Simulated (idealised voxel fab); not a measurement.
Herein follows the process module entitled voxel fin reveal.
In the cross-section labelled cut, the width is 205 nm and each square cell is 5 nm.
In this document a cross-section is written as a grid of square cells. It is given as a series of bands, listed from the top down, and a band is one or more rows of cells. Band entry format. Leading values: height of top, height of bottom, nm. Remainder: materials in left-to-right order, each with its width in nm. Special words: "everywhere" on a single material, which then fills the band edge to edge; "air", empty space. For the purposes of this specification, 0 denotes the height below which the wafer in its as-received condition is composed wholly of one material, and the lowermost band, lacking a lower limit, extends downward without end, as expressed in "0 and below". A width such as "30->40" changes by the same amount from each row of cells to the next, from the band's top row to its bottom row. Reading "changes: none" for a step: not a cell of the cross-section changed in it. "Encapsulated voids" specifies each empty space that is not open to the top and that occupies no fewer than 8 cells, using the form width x height at distance, the distance measured from the left edge and all three quantities in nm. Step line, after settings: the simulator's comment on this step. "overlay nm" answers the question of how far to the right of plan the mask lay on a step that has a mask, and when it is negative the answer is to the left.

Steps in the process plan:
1) op RECEIVE | material Si
2) op CONFORMAL_DEP | material SiN | thk nm 10
3) op DIRECTIONAL_DEP | material aC | thk nm 10
4) op PATTERN | tone cover | mask id FINS | material resist | width nm 15 | pitch nm 35 | thk nm 30 | overlay nm 0
5) op DIRECTIONAL_ETCH | etch materials aC | depth nm 10
6) op STRIP | etch materials resist
7) op DIRECTIONAL_ETCH | etch materials SiN | depth nm 10
8) op DIRECTIONAL_ETCH | etch materials Si | depth nm 35
9) op STRIP | etch materials aC
10) op FILL_DEP | material SiO2 | thk nm 5
11) op CMP | height nm 10
12) op SELECTIVE_ETCH | etch materials SiO2 | depth nm 20
13) op STRIP | etch materials SiN
14) op CONFORMAL_DEP | material HfO2 | thk nm 5

Cross-section of the wafer upon arrival, representing the state reached after step 1:
    0 and below = Si everywhere
    Encapsulated voids: none

Cross-sectional image of the first of two wafers at the end of the module, the run having proceeded as planned:
    5 down to 0 = 55 nm air, then 25 nm HfO2, then 10 nm air, then 25 nm HfO2, then 10 nm air, then 25 nm HfO2, then 55 nm air
    0 down to -5 = 55 nm air, then 5 nm HfO2, then 15 nm Si, then 5 nm HfO2, then 10 nm air, then 5 nm HfO2, then 15 nm Si, then 5 nm HfO2, then 10 nm air, then 5 nm HfO2, then 15 nm Si, then 5 nm HfO2, then 55 nm air
    -5 down to -10 = 60 nm HfO2, then 15 nm Si, then 20 nm HfO2, then 15 nm Si, then 20 nm HfO2, then 15 nm Si, then 60 nm HfO2
    -10 down to -35 = 60 nm SiO2, then 15 nm Si, then 20 nm SiO2, then 15 nm Si, then 20 nm SiO2, then 15 nm Si, then 60 nm SiO2
    -35 and below = Si everywhere
    Encapsulated voids: none

What the second wafer looks like in cross-section once the module is done. Its start and its plan matched the first wafer's exactly; what differed was one mistake in how it was run:
    0 down to -10 = 60 nm air, then 15 nm Si, then 20 nm air, then 15 nm Si, then 20 nm air, then 15 nm Si, then 60 nm air
    -10 down to -35 = 60 nm SiO2, then 15 nm Si, then 20 nm SiO2, then 15 nm Si, then 20 nm SiO2, then 15 nm Si, then 60 nm SiO2
    -35 and below = Si everywhere
    Encapsulated voids: none
Here's what went sideways: step 14 of the plan was bypassed and not carried out
The closing comparison, in cells, has the second wafer with more or fewer of some materials than the first: -53 HfO2
